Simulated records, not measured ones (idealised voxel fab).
This section sets out a process module, namely voxel tone inversion.
The width of the displayed cross-section, cut, is 165 nm; its cells are square, with a size of 5 nm.
Each cross-section below is a grid of square cells, stated as bands in top-down order, with one or more rows of cells making up each band. For a band, the entry starts with two heights in nm, that of the top and then that of the bottom, and carries on with the band's materials in order from left to right, each alongside its width in nm; the word "edge to edge" beside a single material means it fills the band edge to edge, and "air" means empty space. Note: height 0 marks the level under which the wafer is uniformly one material as received. Lowest band unbounded below, written "0..down". Width spec "30..40" -> top row of cells at first value, bottom row at second value, equal per-row change in between. Key: "no modification" - step with no changed cell in the cross-section. You'll see "Catalogued sealed voids" listing empty spaces that have no way open to the top, as long as they're 8 cells or more; the notation is width x height at distance, where the distance is from the left edge, and all of it is in nm. If you see something after the settings on a step's line, that's the simulator's own remark about that step. When a step includes a mask, the "overlay nm" setting on its line states how far to the right of its planned place that mask lay, and negative values state how far to the left.

-- The planned process steps are enumerated hereunder
1. RECEIVE,material Si
2. CONFORMAL_DEP,material SiCN,thk nm 10
3. DIRECTIONAL_DEP,material polySi,thk nm 15
4. PATTERN,tone cover,mask id POSTS,material resist,width nm 15,pitch nm 30,thk nm 20,overlay nm 0
5. DIRECTIONAL_ETCH,etch materials polySi,depth nm 15
6. STRIP,etch materials resist
7. FILL_DEP,material SiO2,thk nm 5
8. CMP,height nm 25
9. STRIP,etch materials polySi

-- as received, after step 1
0..down  Si edge to edge
Catalogued sealed voids: none

-- Final cross-section, module run with one mistake (start and plan as above)
25..10  air 30 nm, SiO2 15 nm, air 15 nm, SiO2 15 nm, air 15 nm, SiO2 15 nm, air 15 nm, SiO2 15 nm, air 30 nm
10..0  SiCN edge to edge
0..down  Si edge to edge
Catalogued sealed voids: none
Misprocessing identified: step 4, actual vs plan mismatch, actual run PATTERN,tone open,mask id POSTS,material resist,width nm 15,pitch nm 30,thk nm 20,overlay nm 0
